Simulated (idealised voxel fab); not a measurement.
process module | voxel plated lines
cross-section cut | 240 nm wide | cells 5 nm
A cross-section is a grid of square cells, given in bands from the top down. A band is one or more rows of cells.
Each band's line starts with the height of the band's top and of its bottom, in nm. Then come its materials from left to right, each with its width in nm. One material with "throughout" fills the band from edge to edge. "air" is empty space.
Height 0 is the level under which the wafer as received is all one material. The lowest band goes on downwards, as in "0 down".
A width such as "30 to 40" changes by the same amount from each row of cells to the next, from the band's top row to its bottom row.
"no change" after a step means that no cell of the cross-section changed.
closed voids: empty space of 8 cells or more with no open way to the top, each as width x height at its distance from the left edge, in nm
after a step's settings: what the simulator itself notes on the step
overlay nm, on a step with a mask: how far to the right of its planned place the mask lay; to the left if negative
plan
1 op RECEIVE | material Si
2 op CONFORMAL_DEP | material SiN | thk nm 15
3 op DIRECTIONAL_DEP | material TiN | thk nm 5
4 op PATTERN | tone open | mask id LINES | material resist | width nm 20 | pitch nm 50 | thk nm 35 | overlay nm 0
5 op EPI | material Ru | thk nm 5
6 op EPI | material Ru | thk nm 5
7 op EPI | material Ru | thk nm 10
8 op STRIP | etch materials resist
9 op DIRECTIONAL_ETCH | etch materials TiN | depth nm 5
10 op CONFORMAL_DEP | material SiN | thk nm 10
as received, after step 1
  0 down: Si throughout
  closed voids: none
first wafer at the end, as planned
  50 to 40: air 50 | SiN 40 | air 10 | SiN 40 | air 10 | SiN 40 | air 50
  40 to 25: air 50 | SiN 10 | Ru 20 | SiN 10 | air 10 | SiN 10 | Ru 20 | SiN 10 | air 10 | SiN 10 | Ru 20 | SiN 10 | air 50
  25 to 20: SiN 60 | Ru 20 | SiN 30 | Ru 20 | SiN 30 | Ru 20 | SiN 60
  20 to 15: SiN 60 | TiN 20 | SiN 30 | TiN 20 | SiN 30 | TiN 20 | SiN 60
  15 to 0: SiN throughout
  0 down: Si throughout
  closed voids: none
second wafer at the end: like start, like plan, one mistake
  50 to 40: air 50 | TiN 40 | air 10 | TiN 40 | air 10 | TiN 40 | air 50
  40 to 25: air 50 | TiN 10 | Ru 20 | TiN 10 | air 10 | TiN 10 | Ru 20 | TiN 10 | air 10 | TiN 10 | Ru 20 | TiN 10 | air 50
  25 to 20: TiN 60 | Ru 20 | TiN 30 | Ru 20 | TiN 30 | Ru 20 | TiN 60
  20 to 15: TiN throughout
  15 to 0: SiN throughout
  0 down: Si throughout
  closed voids: none
what went wrong: step 10 ran as: op CONFORMAL_DEP | material TiN | thk nm 10
at the end the second wafer has, in cells: 156 fewer of SiN | 156 more of TiN
